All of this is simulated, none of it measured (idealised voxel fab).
Proc. module: voxel spacer lines
Section shown: cut. Width: 150 nm. Cell size: 5 nm, square.
Cross-section layout: square cells on a grid; listed as bands, top to bottom; a band spans one or more cell rows. Band entry format. Leading values: height of top, height of bottom, nm. Remainder: materials in left-to-right order, each with its width in nm. Special words: "everywhere" on a single material, which then fills the band edge to edge; "air", empty space. We count height from 0. Below that, the starting wafer is all one material. The lowest band never ends at the bottom but goes on down; see "0 down" for how that is written. Per-row width for "30->40": begins at first number (top row of band), ends at second number (bottom row), increment between rows held constant. Given "left unchanged" for a step, no cell of the cross-section differs between before and after that step. Each empty space that has no open way to the top and spans at least 8 cells appears under "Closed cavity list" as width x height at distance, the distance counted from the left edge, all in nm. Heads up: the bit after the settings on a step's line is the simulator's remark on that step. overlay nm: where the mask lay relative to plan, measured to the right, on steps with a mask; negatives go left.

So here's the lineup of process steps we planned:
1) RECEIVE: material Si
2) CONFORMAL_DEP: material Al2O3, thk nm 5
3) DIRECTIONAL_DEP: material SiN, thk nm 20
4) DIRECTIONAL_DEP: material aC, thk nm 20
5) PATTERN: tone cover, mask id MANDREL, material resist, width nm 25, pitch nm 80, thk nm 30, overlay nm 0
6) DIRECTIONAL_ETCH: etch materials aC, depth nm 20
7) STRIP: etch materials resist
8) CONFORMAL_DEP: material SiO2, thk nm 15
9) DIRECTIONAL_ETCH: etch materials SiO2, depth nm 15
10) STRIP: etch materials aC
11) DIRECTIONAL_ETCH: etch materials SiN, depth nm 20
12) STRIP: etch materials SiO2

Received-state cross-section, reflecting completion of step 1:
> 0 down  Si everywhere
> Closed cavity list: none

a wafer at the end: this start, this plan, one mistake:
> 25 to 5  air 20, then SiN 25, then air 55, then SiN 25, then air 25
> 5 to 0  Al2O3 everywhere
> 0 down  Si everywhere
> Closed cavity list: none
Deviation from plan: planned and actual differ for step 5; actual: PATTERN: tone open, mask id MANDREL, material resist, width nm 25, pitch nm 80, thk nm 30, overlay nm 0
